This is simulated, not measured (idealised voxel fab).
process module | voxel ribs on slabs
cross-section cut | 275 nm wide | cells 5 nm
A cross-section is a grid of square cells, given in bands from the top down. A band is one or more rows of cells.
Each band's line starts with the height of the band's top and of its bottom, in nm. Then come its materials from left to right, each with its width in nm. One material with "throughout" fills the band from edge to edge. "air" is empty space.
Height 0 is the level under which the wafer as received is all one material. The lowest band goes on downwards, as in "0 down".
A width such as "30 to 40" changes by the same amount from each row of cells to the next, from the band's top row to its bottom row.
"no change" after a step means that no cell of the cross-section changed.
closed voids: empty space of 8 cells or more with no open way to the top, each as width x height at its distance from the left edge, in nm
after a step's settings: what the simulator itself notes on the step
overlay nm, on a step with a mask: how far to the right of its planned place the mask lay; to the left if negative
plan
1 op RECEIVE | material Si
2 op DIRECTIONAL_DEP | material SiO2 | thk nm 20
3 op DIRECTIONAL_DEP | material SiN | thk nm 20
4 op MASKED_ETCH | tone cover | mask id RIB | width nm 25 | etch materials SiN | depth nm 10 | overlay nm 0
5 op MASKED_ETCH | tone cover | mask id SLAB | width nm 55 | etch materials SiN | depth nm 10 | overlay nm 0
6 op FILL_DEP | material SiO2 | thk nm 25
7 op CMP | height nm 60
8 op DIRECTIONAL_DEP | material TiN | thk nm 5
9 op PATTERN | tone cover | mask id HEATER | material resist | width nm 35 | thk nm 20 | overlay nm 0
10 op DIRECTIONAL_ETCH | etch materials TiN | depth nm 5
11 op STRIP | etch materials resist
12 op CONFORMAL_DEP | material SiN | thk nm 10
as received, after step 1
  0 down: Si throughout
  closed voids: none
first wafer at the end, as planned
  75 to 70: air 110 | SiN 55 | air 110
  70 to 65: SiN throughout
  65 to 60: SiN 120 | TiN 35 | SiN 120
  60 to 40: SiO2 throughout
  40 to 30: SiO2 125 | SiN 25 | SiO2 125
  30 to 20: SiO2 110 | SiN 55 | SiO2 110
  20 to 0: SiO2 throughout
  0 down: Si throughout
  closed voids: none
second wafer at the end: like start, like plan, one mistake
  65 to 60: air 120 | TiN 35 | air 120
  60 to 40: SiO2 throughout
  40 to 30: SiO2 125 | SiN 25 | SiO2 125
  30 to 20: SiO2 110 | SiN 55 | SiO2 110
  20 to 0: SiO2 throughout
  0 down: Si throughout
  closed voids: none
what went wrong: step 12 was left out
at the end the second wafer has, in cells: 114 fewer of SiN
